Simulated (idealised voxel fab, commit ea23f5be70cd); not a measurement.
process module | voxel self aligned contacts
cross-section cut | 275 nm wide | cells 5 nm
A cross-section is a grid of square cells, given in bands from the top down. A band is one or more rows of cells.
Each band's line starts with the height of the band's top and of its bottom, in nm. Then come its materials from left to right, each with its width in nm. One material with "throughout" fills the band from edge to edge. "air" is empty space.
Height 0 is the level under which the wafer as received is all one material. The lowest band goes on downwards, as in "0 down".
A width such as "30 to 40" changes by the same amount from each row of cells to the next, from the band's top row to its bottom row.
"no change" after a step means that no cell of the cross-section changed.
closed voids: empty space of 8 cells or more with no open way to the top, each as width x height at its distance from the left edge, in nm
after a step's settings: what the simulator itself notes on the step
overlay nm, on a step with a mask: how far to the right of its planned place the mask lay; to the left if negative
plan
1 op RECEIVE | material Si
2 op OXIDIZE | depth nm 5
3 op DIRECTIONAL_DEP | material polySi | thk nm 25
4 op DIRECTIONAL_DEP | material SiN | thk nm 25
5 op DIRECTIONAL_DEP | material aC | thk nm 15
6 op PATTERN | tone cover | mask id GATE | material resist | width nm 35 | pitch nm 80 | thk nm 30 | overlay nm 0
7 op DIRECTIONAL_ETCH | etch materials aC | depth nm 15
8 op STRIP | etch materials resist
9 op DIRECTIONAL_ETCH | etch materials SiN | depth nm 25
10 op DIRECTIONAL_ETCH | etch materials polySi | depth nm 25
11 op STRIP | etch materials aC
12 op CONFORMAL_DEP | material SiN | thk nm 10
13 op DIRECTIONAL_ETCH | etch materials SiN | depth nm 10
14 op FILL_DEP | material SiO2 | thk nm 20
15 op CMP | height nm 60
16 op DIRECTIONAL_DEP | material aC | thk nm 10
17 op PATTERN | tone open | mask id CONTACT | material resist | width nm 55 | pitch nm 80 | thk nm 25 | overlay nm 0
18 op DIRECTIONAL_ETCH | etch materials aC | depth nm 10
19 op STRIP | etch materials resist
20 op DIRECTIONAL_ETCH | etch materials SiO2 | depth nm 65
21 op STRIP | etch materials aC
22 op CONFORMAL_DEP | material TiN | thk nm 5
23 op FILL_DEP | material Ru | thk nm 10
24 op CMP | height nm 60
25 op CONFORMAL_DEP | material SiCN | thk nm 5
as received, after step 1
  0 down: Si throughout
  closed voids: none
first wafer at the end, as planned
  65 to 60: SiCN throughout
  60 to 50: SiO2 70 | TiN 5 to 20 | Ru 45 to 15 | TiN 5 to 20 | SiO2 25 | TiN 5 to 20 | Ru 45 to 15 | TiN 5 to 20 | SiO2 70
  50 to 25: SiO2 30 | SiN 55 | TiN 5 | Ru 15 | TiN 5 | SiN 55 | TiN 5 | Ru 15 | TiN 5 | SiN 55 | SiO2 30
  25 to 0: SiO2 30 | SiN 10 | polySi 35 | SiN 10 | TiN 5 | Ru 15 | TiN 5 | SiN 10 | polySi 35 | SiN 10 | TiN 5 | Ru 15 | TiN 5 | SiN 10 | polySi 35 | SiN 10 | SiO2 30
  0 to -5: SiO2 85 | TiN 25 | SiO2 55 | TiN 25 | SiO2 85
  -5 down: Si throughout
  closed voids: none
second wafer at the end: like start, like plan, one mistake
  65 to 60: SiCN throughout
  60 to 50: SiO2 70 | TiN 5 to 20 | Ru 45 to 15 | TiN 5 to 20 | SiO2 25 | TiN 5 to 20 | Ru 45 to 15 | TiN 5 to 20 | SiO2 70
  50 to 30: SiO2 30 | SiN 10 | polySi 35 | SiN 10 | TiN 5 | Ru 15 | TiN 5 | SiN 10 | polySi 35 | SiN 10 | TiN 5 | Ru 15 | TiN 5 | SiN 10 | polySi 35 | SiN 10 | SiO2 30
  30 to 25: SiO2 30 | SiN 10 | polySi 35 | SiN 10 | TiN 25 | SiN 10 | polySi 35 | SiN 10 | TiN 25 | SiN 10 | polySi 35 | SiN 10 | SiO2 30
  25 to 0: SiN throughout
  0 to -5: SiO2 throughout
  -5 down: Si throughout
  closed voids: none
what went wrong: steps 3 and 4 were swapped
at the end the second wafer has, in cells: 36 fewer of Ru | 110 more of SiN | 50 fewer of SiO2 | 24 fewer of TiN
